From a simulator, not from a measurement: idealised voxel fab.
process module | voxel transistor to metal
cross-section cut | 145 nm wide | cells 5 nm
A cross-section is a grid of square cells, given in bands from the top down. A band is one or more rows of cells.
Each band's line starts with the height of the band's top and of its bottom, in nm. Then come its materials from left to right, each with its width in nm. One material with "throughout" fills the band from edge to edge. "air" is empty space.
Height 0 is the level under which the wafer as received is all one material. The lowest band goes on downwards, as in "0 down".
A width such as "30 to 40" changes by the same amount from each row of cells to the next, from the band's top row to its bottom row.
"no change" after a step means that no cell of the cross-section changed.
closed voids: empty space of 8 cells or more with no open way to the top, each as width x height at its distance from the left edge, in nm
after a step's settings: what the simulator itself notes on the step
overlay nm, on a step with a mask: how far to the right of its planned place the mask lay; to the left if negative
Each pair below shows a cross-section before one step and the cross-section after it, down to the lowest band that changed. The line under each pair gives the step between them, with its settings. The pairs can come from different runs of this module on the same starting wafer, so a pair continues from the pair above only where its "before" says so.
before
  40 to 35: air 50 | SiN 10 | air 5 | SiCN 15 | air 5 | SiN 10 | air 50
  35 to 30: air 50 | SiN 10 | SiO2 5 | SiCN 15 | SiO2 5 | SiN 10 | air 50
  30 to 5: air 45 | SiN 10 | SiO2 5 | polySi 25 | SiO2 5 | SiN 10 | air 45
  5 to 0: air 20 | SiN 10 | air 15 | SiN 10 | SiO2 5 | polySi 25 | SiO2 5 | SiN 10 | air 15 | SiN 10 | air 20
  0 to -5: SiO2 30 | air 15 | SiO2 55 | air 15 | SiO2 30
  -5 to -10: SiO2 20 | Si 10 | air 15 | Si 55 | air 15 | Si 10 | SiO2 20
  -10 to -25: SiO2 20 | Si 105 | SiO2 20
  -25 down: Si throughout
  closed voids: none
after
  40 to 35: air 50 | SiN 10 | air 5 | SiCN 15 | air 5 | SiN 10 | air 50
  35 to 30: air 50 | SiN 10 | SiO2 5 | SiCN 15 | SiO2 5 | SiN 10 | air 50
  30 to 5: air 45 | SiN 10 | SiO2 5 | polySi 25 | SiO2 5 | SiN 10 | air 45
  5 to 0: air 20 | SiN 10 | nSi 15 | SiN 10 | SiO2 5 | polySi 25 | SiO2 5 | SiN 10 | nSi 15 | SiN 10 | air 20
  0 to -5: SiO2 30 | nSi 15 | SiO2 55 | nSi 15 | SiO2 30
  -5 to -10: SiO2 20 | Si 10 | nSi 15 | Si 55 | nSi 15 | Si 10 | SiO2 20
  below -10: unchanged
  closed voids: none
the step between: op EPI | material nSi | thk nm 10
before: the cross-section after the pair above
after
  50 to 40: SiO2 throughout
  40 to 30: SiO2 50 | SiN 10 | SiO2 5 | SiCN 15 | SiO2 5 | SiN 10 | SiO2 50
  30 to 5: SiO2 45 | SiN 10 | SiO2 5 | polySi 25 | SiO2 5 | SiN 10 | SiO2 45
  5 to 0: SiO2 20 | SiN 10 | nSi 15 | SiN 10 | SiO2 5 | polySi 25 | SiO2 5 | SiN 10 | nSi 15 | SiN 10 | SiO2 20
  below 0: unchanged
  closed voids: none
the step between: op FILL_DEP | material SiO2 | thk nm 10
before: the cross-section after the pair above
after
  40 to 30: SiO2 50 | SiN 10 | SiO2 5 | SiCN 15 | SiO2 5 | SiN 10 | SiO2 50
  below 30: unchanged
  closed voids: none
the step between: op CMP | height nm 40
before: the cross-section after the pair above
after
  55 to 40: SiO2 throughout
  below 40: unchanged
  closed voids: none
the step between: op DIRECTIONAL_DEP | material SiO2 | thk nm 15
before: the cross-section after the pair above
after
  55 to 40: SiO2 25 | air 15 | SiO2 65 | air 15 | SiO2 25
  40 to 30: SiO2 25 | air 15 | SiO2 10 | SiN 10 | SiO2 5 | SiCN 15 | SiO2 5 | SiN 10 | SiO2 10 | air 15 | SiO2 25
  30 to 5: SiO2 25 | air 15 | SiO2 5 | SiN 10 | SiO2 5 | polySi 25 | SiO2 5 | SiN 10 | SiO2 5 | air 15 | SiO2 25
  below 5: unchanged
  closed voids: none
the step between: op MASKED_ETCH | tone open | mask id CONTACT | width nm 15 | pitch nm 80 | etch materials SiO2 | depth nm 50 | overlay nm 0
before: the cross-section after the pair above
after
  60 to 55: TiN 30 | air 5 | TiN 75 | air 5 | TiN 30
  55 to 40: SiO2 25 | TiN 5 | air 5 | TiN 5 | SiO2 65 | TiN 5 | air 5 | TiN 5 | SiO2 25
  40 to 30: SiO2 25 | TiN 5 | air 5 | TiN 5 | SiO2 10 | SiN 10 | SiO2 5 | SiCN 15 | SiO2 5 | SiN 10 | SiO2 10 | TiN 5 | air 5 | TiN 5 | SiO2 25
  30 to 10: SiO2 25 | TiN 5 | air 5 | TiN 5 | SiO2 5 | SiN 10 | SiO2 5 | polySi 25 | SiO2 5 | SiN 10 | SiO2 5 | TiN 5 | air 5 | TiN 5 | SiO2 25
  10 to 5: SiO2 25 | TiN 15 | SiO2 5 | SiN 10 | SiO2 5 | polySi 25 | SiO2 5 | SiN 10 | SiO2 5 | TiN 15 | SiO2 25
  below 5: unchanged
  closed voids: none
the step between: op CONFORMAL_DEP | material TiN | thk nm 5
before: the cross-section after the pair above
after
  70 to 60: Ru throughout
  60 to 55: TiN 30 | Ru 5 | TiN 75 | Ru 5 | TiN 30
  55 to 40: SiO2 25 | TiN 5 | Ru 5 | TiN 5 | SiO2 65 | TiN 5 | Ru 5 | TiN 5 | SiO2 25
  40 to 30: SiO2 25 | TiN 5 | Ru 5 | TiN 5 | SiO2 10 | SiN 10 | SiO2 5 | SiCN 15 | SiO2 5 | SiN 10 | SiO2 10 | TiN 5 | Ru 5 | TiN 5 | SiO2 25
  30 to 10: SiO2 25 | TiN 5 | Ru 5 | TiN 5 | SiO2 5 | SiN 10 | SiO2 5 | polySi 25 | SiO2 5 | SiN 10 | SiO2 5 | TiN 5 | Ru 5 | TiN 5 | SiO2 25
  below 10: unchanged
  closed voids: none
the step between: op FILL_DEP | material Ru | thk nm 10
before: the cross-section after the pair above
after
  55 to 40: SiO2 25 | TiN 5 | Ru 5 | TiN 5 | SiO2 65 | TiN 5 | Ru 5 | TiN 5 | SiO2 25
  below 40: unchanged
  closed voids: none
the step between: op CMP | height nm 55
before: the cross-section after the pair above
after
  60 to 55: SiCN throughout
  below 55: unchanged
  closed voids: none
the step between: op CONFORMAL_DEP | material SiCN | thk nm 5
before: the cross-section after the pair above
after
  85 to 60: lowk throughout
  below 60: unchanged
  closed voids: none
the step between: op DIRECTIONAL_DEP | material lowk | thk nm 25
before: the cross-section after the pair above
after
  100 to 85: aC throughout
  below 85: unchanged
  closed voids: none
the step between: op DIRECTIONAL_DEP | material aC | thk nm 15
before: the cross-section after the pair above
after
  130 to 100: resist 25 | air 15 | resist 65 | air 15 | resist 25
  below 100: unchanged
  closed voids: none
the step between: op PATTERN | tone open | mask id METAL_1 | material resist | width nm 15 | pitch nm 80 | thk nm 30 | overlay nm 0
before: the cross-section after the pair above
after
  115 to 100: resist 25 | air 15 | resist 65 | air 15 | resist 25
  100 to 85: aC 25 | air 15 | aC 65 | air 15 | aC 25
  below 85: unchanged
  closed voids: none
the step between: op DIRECTIONAL_ETCH | etch materials aC | depth nm 15
before: the cross-section after the pair above
after
  100 to 85: aC 25 | air 15 | aC 65 | air 15 | aC 25
  below 85: unchanged
  closed voids: none
the step between: op STRIP | etch materials resist
before: the cross-section after the pair above
after
  100 to 85: aC 25 | air 15 | aC 65 | air 15 | aC 25
  85 to 60: lowk 25 | air 15 | lowk 65 | air 15 | lowk 25
  below 60: unchanged
  closed voids: none
the step between: op DIRECTIONAL_ETCH | etch materials lowk | depth nm 25
before: the cross-section after the pair above
after
  100 to 85: aC 25 | air 15 | aC 65 | air 15 | aC 25
  85 to 60: lowk 25 | air 15 | lowk 65 | air 15 | lowk 25
  60 to 55: SiCN 25 | air 15 | SiCN 65 | air 15 | SiCN 25
  below 55: unchanged
  closed voids: none
the step between: op DIRECTIONAL_ETCH | etch materials SiCN | depth nm 5
before: the cross-section after the pair above
after
  85 to 60: lowk 25 | air 15 | lowk 65 | air 15 | lowk 25
  below 60: unchanged
  closed voids: none
the step between: op STRIP | etch materials aC
before: the cross-section after the pair above
after
  90 to 85: TiN 30 | air 5 | TiN 75 | air 5 | TiN 30
  85 to 60: lowk 25 | TiN 5 | air 5 | TiN 5 | lowk 65 | TiN 5 | air 5 | TiN 5 | lowk 25
  60 to 55: SiCN 25 | TiN 15 | SiCN 65 | TiN 15 | SiCN 25
  below 55: unchanged
  closed voids: none
the step between: op CONFORMAL_DEP | material TiN | thk nm 5
before: the cross-section after the pair above
after
  100 to 90: Cu throughout
  90 to 85: TiN 30 | Cu 5 | TiN 75 | Cu 5 | TiN 30
  85 to 60: lowk 25 | TiN 5 | Cu 5 | TiN 5 | lowk 65 | TiN 5 | Cu 5 | TiN 5 | lowk 25
  below 60: unchanged
  closed voids: none
the step between: op FILL_DEP | material Cu | thk nm 10
before: the cross-section after the pair above
after
  85 to 60: lowk 25 | TiN 5 | Cu 5 | TiN 5 | lowk 65 | TiN 5 | Cu 5 | TiN 5 | lowk 25
  below 60: unchanged
  closed voids: none
the step between: op CMP | height nm 85
before: the cross-section after the pair above
after
  90 to 85: SiCN throughout
  below 85: unchanged
  closed voids: none
the step between: op CONFORMAL_DEP | material SiCN | thk nm 5
before: the cross-section after the pair above
after
  115 to 90: SiO2 throughout
  below 90: unchanged
  closed voids: none
the step between: op DIRECTIONAL_DEP | material SiO2 | thk nm 25
before: the cross-section after the pair above
after
  125 to 115: aC throughout
  below 115: unchanged
  closed voids: none
the step between: op DIRECTIONAL_DEP | material aC | thk nm 10
before: the cross-section after the pair above
after
  155 to 125: resist 25 | air 15 | resist 65 | air 15 | resist 25
  below 125: unchanged
  closed voids: none
the step between: op PATTERN | tone open | mask id METAL_2 | material resist | width nm 15 | pitch nm 80 | thk nm 30 | overlay nm 0
before: the cross-section after the pair above
after
  145 to 125: resist 25 | air 15 | resist 65 | air 15 | resist 25
  125 to 115: aC 25 | air 15 | aC 65 | air 15 | aC 25
  below 115: unchanged
  closed voids: none
the step between: op DIRECTIONAL_ETCH | etch materials aC | depth nm 10
before: the cross-section after the pair above
after
  125 to 115: aC 25 | air 15 | aC 65 | air 15 | aC 25
  below 115: unchanged
  closed voids: none
the step between: op STRIP | etch materials resist
before: the cross-section after the pair above
after
  125 to 115: aC 25 | air 15 | aC 65 | air 15 | aC 25
  115 to 100: SiO2 25 | air 15 | SiO2 65 | air 15 | SiO2 25
  below 100: unchanged
  closed voids: none
the step between: op DIRECTIONAL_ETCH | etch materials SiO2 | depth nm 15
before: the cross-section after the pair above
after
  115 to 100: SiO2 25 | air 15 | SiO2 65 | air 15 | SiO2 25
  below 100: unchanged
  closed voids: none
the step between: op STRIP | etch materials aC
before: the cross-section after the pair above
after
  130 to 115: aC 25 | air 15 | aC 65 | air 15 | aC 25
  115 to 100: SiO2 25 | aC 15 | SiO2 65 | aC 15 | SiO2 25
  below 100: unchanged
  closed voids: none
the step between: op DIRECTIONAL_DEP | material aC | thk nm 15
before: the cross-section after the pair above
after
  160 to 130: resist 25 | air 15 | resist 65 | air 15 | resist 25
  below 130: unchanged
  closed voids: none
the step between: op PATTERN | tone open | mask id METAL_2_HOLES | material resist | width nm 15 | pitch nm 80 | thk nm 30 | overlay nm 0
before: the cross-section after the pair above
after
  145 to 130: resist 25 | air 15 | resist 65 | air 15 | resist 25
  130 to 115: aC 25 | air 15 | aC 65 | air 15 | aC 25
  115 to 100: SiO2 25 | air 15 | SiO2 65 | air 15 | SiO2 25
  below 100: unchanged
  closed voids: none
the step between: op DIRECTIONAL_ETCH | etch materials aC | depth nm 15
before: the cross-section after the pair above
after
  130 to 115: aC 25 | air 15 | aC 65 | air 15 | aC 25
  below 115: unchanged
  closed voids: none
the step between: op STRIP | etch materials resist
before: the cross-section after the pair above
after
  130 to 115: aC 25 | air 15 | aC 65 | air 15 | aC 25
  115 to 90: SiO2 25 | air 15 | SiO2 65 | air 15 | SiO2 25
  below 90: unchanged
  closed voids: none
the step between: op DIRECTIONAL_ETCH | etch materials SiO2 | depth nm 10
before: the cross-section after the pair above
after
  130 to 115: aC 25 | air 15 | aC 65 | air 15 | aC 25
  115 to 90: SiO2 25 | air 15 | SiO2 65 | air 15 | SiO2 25
  90 to 85: SiCN 25 | air 15 | SiCN 65 | air 15 | SiCN 25
  below 85: unchanged
  closed voids: none
the step between: op DIRECTIONAL_ETCH | etch materials SiCN | depth nm 5
before: the cross-section after the pair above
after
  115 to 90: SiO2 25 | air 15 | SiO2 65 | air 15 | SiO2 25
  below 90: unchanged
  closed voids: none
the step between: op STRIP | etch materials aC
before: the cross-section after the pair above
after
  120 to 115: TiN 30 | air 5 | TiN 75 | air 5 | TiN 30
  115 to 90: SiO2 25 | TiN 5 | air 5 | TiN 5 | SiO2 65 | TiN 5 | air 5 | TiN 5 | SiO2 25
  90 to 85: SiCN 25 | TiN 15 | SiCN 65 | TiN 15 | SiCN 25
  below 85: unchanged
  closed voids: none
the step between: op CONFORMAL_DEP | material TiN | thk nm 5
before: the cross-section after the pair above
after
  130 to 120: Cu throughout
  120 to 115: TiN 30 | Cu 5 | TiN 75 | Cu 5 | TiN 30
  115 to 90: SiO2 25 | TiN 5 | Cu 5 | TiN 5 | SiO2 65 | TiN 5 | Cu 5 | TiN 5 | SiO2 25
  below 90: unchanged
  closed voids: none
the step between: op FILL_DEP | material Cu | thk nm 10
before: the cross-section after the pair above
after
  115 to 90: SiO2 25 | TiN 5 | Cu 5 | TiN 5 | SiO2 65 | TiN 5 | Cu 5 | TiN 5 | SiO2 25
  below 90: unchanged
  closed voids: none
the step between: op CMP | height nm 115
before: the cross-section after the pair above
after
  120 to 115: SiCN throughout
  below 115: unchanged
  closed voids: none
the step between: op CONFORMAL_DEP | material SiCN | thk nm 5
before
  40 to 35: air 60 | SiCN 25 | air 60
  35 to 30: polySi 15 | air 45 | SiCN 25 | air 45 | polySi 15
  30 to 5: polySi throughout
  5 to 0: SiO2 15 | polySi 115 | SiO2 15
  0 to -5: SiO2 throughout
  -5 to -25: SiO2 20 | Si 105 | SiO2 20
  -25 down: Si throughout
  closed voids: none
after
  40 to 30: air 60 | SiCN 25 | air 60
  30 to 5: air 50 | polySi 35 | air 60
  5 to 0: SiO2 15 | air 35 | polySi 35 | air 45 | SiO2 15
  below 0: unchanged
  closed voids: none
the step between: op MASKED_ETCH | tone cover | mask id GATE | width nm 25 | etch materials polySi | depth nm 40 | overlay nm -10
before: the cross-section after the pair above
after
  45 to 40: air 55 | SiO2 35 | air 55
  40 to 30: air 55 to 45 | SiO2 5 to 15 | SiCN 25 | SiO2 5 | air 55
  30 to 10: air 45 | SiO2 5 | polySi 35 | SiO2 5 | air 55
  10 to 5: SiO2 20 | air 25 | SiO2 5 | polySi 35 | SiO2 5 | air 35 | SiO2 20
  5 to 0: SiO2 50 | polySi 35 | SiO2 60
  below 0: unchanged
  closed voids: none
the step between: op CONFORMAL_DEP | material SiO2 | thk nm 5
before: the cross-section after the pair above
after
  40 to 30: air 55 | SiO2 5 | SiCN 25 | SiO2 5 | air 55
  30 to 5: air 45 | SiO2 5 | polySi 35 | SiO2 5 | air 55
  5 to 0: SiO2 20 | air 25 | SiO2 5 | polySi 35 | SiO2 5 | air 35 | SiO2 20
  below 0: unchanged
  closed voids: none
the step between: op DIRECTIONAL_ETCH | etch materials SiO2 | depth nm 5
before: the cross-section after the pair above
after
  50 to 40: air 45 | SiN 55 | air 45
  40 to 30: air 35 | SiN 20 | SiO2 5 | SiCN 25 | SiO2 5 | SiN 10 | air 45
  30 to 15: air 35 | SiN 10 | SiO2 5 | polySi 35 | SiO2 5 | SiN 10 | air 45
  15 to 10: SiN 30 | air 5 | SiN 10 | SiO2 5 | polySi 35 | SiO2 5 | SiN 10 | air 15 | SiN 30
  10 to 5: SiN 45 | SiO2 5 | polySi 35 | SiO2 5 | SiN 55
  5 to 0: SiO2 20 | SiN 25 | SiO2 5 | polySi 35 | SiO2 5 | SiN 35 | SiO2 20
  below 0: unchanged
  closed voids: none
the step between: op CONFORMAL_DEP | material SiN | thk nm 10
before: the cross-section after the pair above
after
  40 to 30: air 45 | SiN 10 | SiO2 5 | SiCN 25 | SiO2 5 | SiN 10 | air 45
  30 to 5: air 35 | SiN 10 | SiO2 5 | polySi 35 | SiO2 5 | SiN 10 | air 45
  5 to 0: SiO2 20 | SiN 10 | air 5 | SiN 10 | SiO2 5 | polySi 35 | SiO2 5 | SiN 10 | air 15 | SiN 10 | SiO2 20
  below 0: unchanged
  closed voids: none
the step between: op DIRECTIONAL_ETCH | etch materials SiN | depth nm 10
before: the cross-section after the pair above
after
  40 to 35: air 45 | SiN 10 | air 5 | SiCN 25 | air 5 | SiN 10 | air 45
  35 to 30: air 45 | SiN 10 | SiO2 5 | SiCN 25 | SiO2 5 | SiN 10 | air 45
  30 to 5: air 35 | SiN 10 | SiO2 5 | polySi 35 | SiO2 5 | SiN 10 | air 45
  5 to 0: air 20 | SiN 10 | air 5 | SiN 10 | SiO2 5 | polySi 35 | SiO2 5 | SiN 10 | air 15 | SiN 10 | air 20
  0 to -5: SiO2 30 | air 5 | SiO2 65 | air 15 | SiO2 30
  below -5: unchanged
  closed voids: none
the step between: op DIRECTIONAL_ETCH | etch materials SiO2 | depth nm 5
before: the cross-section after the pair above
after
  40 to 35: air 45 | SiN 10 | air 5 | SiCN 25 | air 5 | SiN 10 | air 45
  35 to 30: air 45 | SiN 10 | SiO2 5 | SiCN 25 | SiO2 5 | SiN 10 | air 45
  30 to 5: air 35 | SiN 10 | SiO2 5 | polySi 35 | SiO2 5 | SiN 10 | air 45
  5 to 0: air 20 | SiN 10 | air 5 | SiN 10 | SiO2 5 | polySi 35 | SiO2 5 | SiN 10 | air 15 | SiN 10 | air 20
  0 to -5: SiO2 30 | air 5 | SiO2 65 | air 15 | SiO2 30
  -5 to -10: SiO2 20 | Si 10 | air 5 | Si 65 | air 15 | Si 10 | SiO2 20
  below -10: unchanged
  closed voids: none
the step between: op DIRECTIONAL_ETCH | etch materials Si | depth nm 5
before: the cross-section after the pair above
after
  40 to 35: air 45 | SiN 10 | air 5 | SiCN 25 | air 5 | SiN 10 | air 45
  35 to 30: air 45 | SiN 10 | SiO2 5 | SiCN 25 | SiO2 5 | SiN 10 | air 45
  30 to 5: air 35 | SiN 10 | SiO2 5 | polySi 35 | SiO2 5 | SiN 10 | air 45
  5 to 0: air 20 | SiN 10 | nSi 5 | SiN 10 | SiO2 5 | polySi 35 | SiO2 5 | SiN 10 | nSi 15 | SiN 10 | air 20
  0 to -5: SiO2 30 | nSi 5 | SiO2 65 | nSi 15 | SiO2 30
  -5 to -10: SiO2 20 | Si 10 | nSi 5 | Si 65 | nSi 15 | Si 10 | SiO2 20
  below -10: unchanged
  closed voids: none
the step between: op EPI | material nSi | thk nm 10
before: the cross-section after the pair above
after
  50 to 40: SiO2 throughout
  40 to 30: SiO2 45 | SiN 10 | SiO2 5 | SiCN 25 | SiO2 5 | SiN 10 | SiO2 45
  30 to 5: SiO2 35 | SiN 10 | SiO2 5 | polySi 35 | SiO2 5 | SiN 10 | SiO2 45
  5 to 0: SiO2 20 | SiN 10 | nSi 5 | SiN 10 | SiO2 5 | polySi 35 | SiO2 5 | SiN 10 | nSi 15 | SiN 10 | SiO2 20
  below 0: unchanged
  closed voids: none
the step between: op FILL_DEP | material SiO2 | thk nm 10
before: the cross-section after the pair above
after
  40 to 30: SiO2 45 | SiN 10 | SiO2 5 | SiCN 25 | SiO2 5 | SiN 10 | SiO2 45
  below 30: unchanged
  closed voids: none
the step between: op CMP | height nm 40
before: the cross-section after the pair above
after
  55 to 40: SiO2 throughout
  below 40: unchanged
  closed voids: none
the step between: op DIRECTIONAL_DEP | material SiO2 | thk nm 15
before: the cross-section after the pair above
after
  55 to 40: SiO2 25 | air 15 | SiO2 65 | air 15 | SiO2 25
  40 to 30: SiO2 25 | air 15 | SiO2 5 | SiN 10 | SiO2 5 | SiCN 25 | SiO2 5 | SiN 10 | SiO2 5 | air 15 | SiO2 25
  30 to 5: SiO2 25 | air 10 | SiN 10 | SiO2 5 | polySi 35 | SiO2 5 | SiN 10 | SiO2 5 | air 15 | SiO2 25
  below 5: unchanged
  closed voids: none
the step between: op MASKED_ETCH | tone open | mask id CONTACT | width nm 15 | pitch nm 80 | etch materials SiO2 | depth nm 50 | overlay nm 0
before: the cross-section after the pair above
after
  60 to 55: TiN 30 | air 5 | TiN 75 | air 5 | TiN 30
  55 to 40: SiO2 25 | TiN 5 | air 5 | TiN 5 | SiO2 65 | TiN 5 | air 5 | TiN 5 | SiO2 25
  40 to 35: SiO2 25 | TiN 5 | air 5 | TiN 5 | SiO2 5 | SiN 10 | SiO2 5 | SiCN 25 | SiO2 5 | SiN 10 | SiO2 5 | TiN 5 | air 5 | TiN 5 | SiO2 25
  35 to 30: SiO2 25 | TiN 15 | SiO2 5 | SiN 10 | SiO2 5 | SiCN 25 | SiO2 5 | SiN 10 | SiO2 5 | TiN 5 | air 5 | TiN 5 | SiO2 25
  30 to 10: SiO2 25 | TiN 10 | SiN 10 | SiO2 5 | polySi 35 | SiO2 5 | SiN 10 | SiO2 5 | TiN 5 | air 5 | TiN 5 | SiO2 25
  10 to 5: SiO2 25 | TiN 10 | SiN 10 | SiO2 5 | polySi 35 | SiO2 5 | SiN 10 | SiO2 5 | TiN 15 | SiO2 25
  below 5: unchanged
  closed voids: none
the step between: op CONFORMAL_DEP | material TiN | thk nm 5
before: the cross-section after the pair above
after
  70 to 60: Ru throughout
  60 to 55: TiN 30 | Ru 5 | TiN 75 | Ru 5 | TiN 30
  55 to 40: SiO2 25 | TiN 5 | Ru 5 | TiN 5 | SiO2 65 | TiN 5 | Ru 5 | TiN 5 | SiO2 25
  40 to 35: SiO2 25 | TiN 5 | Ru 5 | TiN 5 | SiO2 5 | SiN 10 | SiO2 5 | SiCN 25 | SiO2 5 | SiN 10 | SiO2 5 | TiN 5 | Ru 5 | TiN 5 | SiO2 25
  35 to 30: SiO2 25 | TiN 15 | SiO2 5 | SiN 10 | SiO2 5 | SiCN 25 | SiO2 5 | SiN 10 | SiO2 5 | TiN 5 | Ru 5 | TiN 5 | SiO2 25
  30 to 10: SiO2 25 | TiN 10 | SiN 10 | SiO2 5 | polySi 35 | SiO2 5 | SiN 10 | SiO2 5 | TiN 5 | Ru 5 | TiN 5 | SiO2 25
  below 10: unchanged
  closed voids: none
the step between: op FILL_DEP | material Ru | thk nm 10
before: the cross-section after the pair above
after
  55 to 40: SiO2 25 | TiN 5 | Ru 5 | TiN 5 | SiO2 65 | TiN 5 | Ru 5 | TiN 5 | SiO2 25
  below 40: unchanged
  closed voids: none
the step between: op CMP | height nm 55
before: the cross-section after the pair above
after
  60 to 55: SiCN throughout
  below 55: unchanged
  closed voids: none
the step between: op CONFORMAL_DEP | material SiCN | thk nm 5
before: the cross-section after the pair above
after
  85 to 60: lowk throughout
  below 60: unchanged
  closed voids: none
the step between: op DIRECTIONAL_DEP | material lowk | thk nm 25
before: the cross-section after the pair above
after
  100 to 85: aC throughout
  below 85: unchanged
  closed voids: none
the step between: op DIRECTIONAL_DEP | material aC | thk nm 15
before: the cross-section after the pair above
after
  130 to 100: resist 25 | air 15 | resist 65 | air 15 | resist 25
  below 100: unchanged
  closed voids: none
the step between: op PATTERN | tone open | mask id METAL_1 | material resist | width nm 15 | pitch nm 80 | thk nm 30 | overlay nm 0
before: the cross-section after the pair above
after
  115 to 100: resist 25 | air 15 | resist 65 | air 15 | resist 25
  100 to 85: aC 25 | air 15 | aC 65 | air 15 | aC 25
  below 85: unchanged
  closed voids: none
the step between: op DIRECTIONAL_ETCH | etch materials aC | depth nm 15
before: the cross-section after the pair above
after
  100 to 85: aC 25 | air 15 | aC 65 | air 15 | aC 25
  below 85: unchanged
  closed voids: none
the step between: op STRIP | etch materials resist
before: the cross-section after the pair above
after
  100 to 85: aC 25 | air 15 | aC 65 | air 15 | aC 25
  85 to 60: lowk 25 | air 15 | lowk 65 | air 15 | lowk 25
  below 60: unchanged
  closed voids: none
the step between: op DIRECTIONAL_ETCH | etch materials lowk | depth nm 25
before: the cross-section after the pair above
after
  100 to 85: aC 25 | air 15 | aC 65 | air 15 | aC 25
  85 to 60: lowk 25 | air 15 | lowk 65 | air 15 | lowk 25
  60 to 55: SiCN 25 | air 15 | SiCN 65 | air 15 | SiCN 25
  below 55: unchanged
  closed voids: none
the step between: op DIRECTIONAL_ETCH | etch materials SiCN | depth nm 5
before: the cross-section after the pair above
after
  85 to 60: lowk 25 | air 15 | lowk 65 | air 15 | lowk 25
  below 60: unchanged
  closed voids: none
the step between: op STRIP | etch materials aC
before: the cross-section after the pair above
after
  90 to 85: TiN 30 | air 5 | TiN 75 | air 5 | TiN 30
  85 to 60: lowk 25 | TiN 5 | air 5 | TiN 5 | lowk 65 | TiN 5 | air 5 | TiN 5 | lowk 25
  60 to 55: SiCN 25 | TiN 15 | SiCN 65 | TiN 15 | SiCN 25
  below 55: unchanged
  closed voids: none
the step between: op CONFORMAL_DEP | material TiN | thk nm 5
before: the cross-section after the pair above
after
  100 to 90: Cu throughout
  90 to 85: TiN 30 | Cu 5 | TiN 75 | Cu 5 | TiN 30
  85 to 60: lowk 25 | TiN 5 | Cu 5 | TiN 5 | lowk 65 | TiN 5 | Cu 5 | TiN 5 | lowk 25
  below 60: unchanged
  closed voids: none
the step between: op FILL_DEP | material Cu | thk nm 10
before: the cross-section after the pair above
after
  85 to 60: lowk 25 | TiN 5 | Cu 5 | TiN 5 | lowk 65 | TiN 5 | Cu 5 | TiN 5 | lowk 25
  below 60: unchanged
  closed voids: none
the step between: op CMP | height nm 85
before: the cross-section after the pair above
after
  90 to 85: SiCN throughout
  below 85: unchanged
  closed voids: none
the step between: op CONFORMAL_DEP | material SiCN | thk nm 5
before: the cross-section after the pair above
after
  115 to 90: SiO2 throughout
  below 90: unchanged
  closed voids: none
the step between: op DIRECTIONAL_DEP | material SiO2 | thk nm 25
before: the cross-section after the pair above
after
  125 to 115: aC throughout
  below 115: unchanged
  closed voids: none
the step between: op DIRECTIONAL_DEP | material aC | thk nm 10
before: the cross-section after the pair above
after
  155 to 125: resist 25 | air 15 | resist 65 | air 15 | resist 25
  below 125: unchanged
  closed voids: none
the step between: op PATTERN | tone open | mask id METAL_2 | material resist | width nm 15 | pitch nm 80 | thk nm 30 | overlay nm 0
before: the cross-section after the pair above
after
  145 to 125: resist 25 | air 15 | resist 65 | air 15 | resist 25
  125 to 115: aC 25 | air 15 | aC 65 | air 15 | aC 25
  below 115: unchanged
  closed voids: none
the step between: op DIRECTIONAL_ETCH | etch materials aC | depth nm 10
before: the cross-section after the pair above
after
  125 to 115: aC 25 | air 15 | aC 65 | air 15 | aC 25
  below 115: unchanged
  closed voids: none
the step between: op STRIP | etch materials resist
before: the cross-section after the pair above
after
  125 to 115: aC 25 | air 15 | aC 65 | air 15 | aC 25
  115 to 100: SiO2 25 | air 15 | SiO2 65 | air 15 | SiO2 25
  below 100: unchanged
  closed voids: none
the step between: op DIRECTIONAL_ETCH | etch materials SiO2 | depth nm 15
before: the cross-section after the pair above
after
  115 to 100: SiO2 25 | air 15 | SiO2 65 | air 15 | SiO2 25
  below 100: unchanged
  closed voids: none
the step between: op STRIP | etch materials aC
before: the cross-section after the pair above
after
  130 to 115: aC 25 | air 15 | aC 65 | air 15 | aC 25
  115 to 100: SiO2 25 | aC 15 | SiO2 65 | aC 15 | SiO2 25
  below 100: unchanged
  closed voids: none
the step between: op DIRECTIONAL_DEP | material aC | thk nm 15
before: the cross-section after the pair above
after
  160 to 130: resist 25 | air 15 | resist 65 | air 15 | resist 25
  below 130: unchanged
  closed voids: none
the step between: op PATTERN | tone open | mask id METAL_2_HOLES | material resist | width nm 15 | pitch nm 80 | thk nm 30 | overlay nm 0
before: the cross-section after the pair above
after
  145 to 130: resist 25 | air 15 | resist 65 | air 15 | resist 25
  130 to 115: aC 25 | air 15 | aC 65 | air 15 | aC 25
  115 to 100: SiO2 25 | air 15 | SiO2 65 | air 15 | SiO2 25
  below 100: unchanged
  closed voids: none
the step between: op DIRECTIONAL_ETCH | etch materials aC | depth nm 15
before: the cross-section after the pair above
after
  130 to 115: aC 25 | air 15 | aC 65 | air 15 | aC 25
  below 115: unchanged
  closed voids: none
the step between: op STRIP | etch materials resist
before: the cross-section after the pair above
after
  130 to 115: aC 25 | air 15 | aC 65 | air 15 | aC 25
  115 to 90: SiO2 25 | air 15 | SiO2 65 | air 15 | SiO2 25
  below 90: unchanged
  closed voids: none
the step between: op DIRECTIONAL_ETCH | etch materials SiO2 | depth nm 10
before: the cross-section after the pair above
after
  130 to 115: aC 25 | air 15 | aC 65 | air 15 | aC 25
  115 to 90: SiO2 25 | air 15 | SiO2 65 | air 15 | SiO2 25
  90 to 85: SiCN 25 | air 15 | SiCN 65 | air 15 | SiCN 25
  below 85: unchanged
  closed voids: none
the step between: op DIRECTIONAL_ETCH | etch materials SiCN | depth nm 5
before: the cross-section after the pair above
after
  115 to 90: SiO2 25 | air 15 | SiO2 65 | air 15 | SiO2 25
  below 90: unchanged
  closed voids: none
the step between: op STRIP | etch materials aC
before: the cross-section after the pair above
after
  120 to 115: TiN 30 | air 5 | TiN 75 | air 5 | TiN 30
  115 to 90: SiO2 25 | TiN 5 | air 5 | TiN 5 | SiO2 65 | TiN 5 | air 5 | TiN 5 | SiO2 25
  90 to 85: SiCN 25 | TiN 15 | SiCN 65 | TiN 15 | SiCN 25
  below 85: unchanged
  closed voids: none
the step between: op CONFORMAL_DEP | material TiN | thk nm 5
before: the cross-section after the pair above
after
  130 to 120: Cu throughout
  120 to 115: TiN 30 | Cu 5 | TiN 75 | Cu 5 | TiN 30
  115 to 90: SiO2 25 | TiN 5 | Cu 5 | TiN 5 | SiO2 65 | TiN 5 | Cu 5 | TiN 5 | SiO2 25
  below 90: unchanged
  closed voids: none
the step between: op FILL_DEP | material Cu | thk nm 10
before: the cross-section after the pair above
after
  115 to 90: SiO2 25 | TiN 5 | Cu 5 | TiN 5 | SiO2 65 | TiN 5 | Cu 5 | TiN 5 | SiO2 25
  below 90: unchanged
  closed voids: none
the step between: op CMP | height nm 115
before: the cross-section after the pair above
after
  120 to 115: SiCN throughout
  below 115: unchanged
  closed voids: none
the step between: op CONFORMAL_DEP | material SiCN | thk nm 5
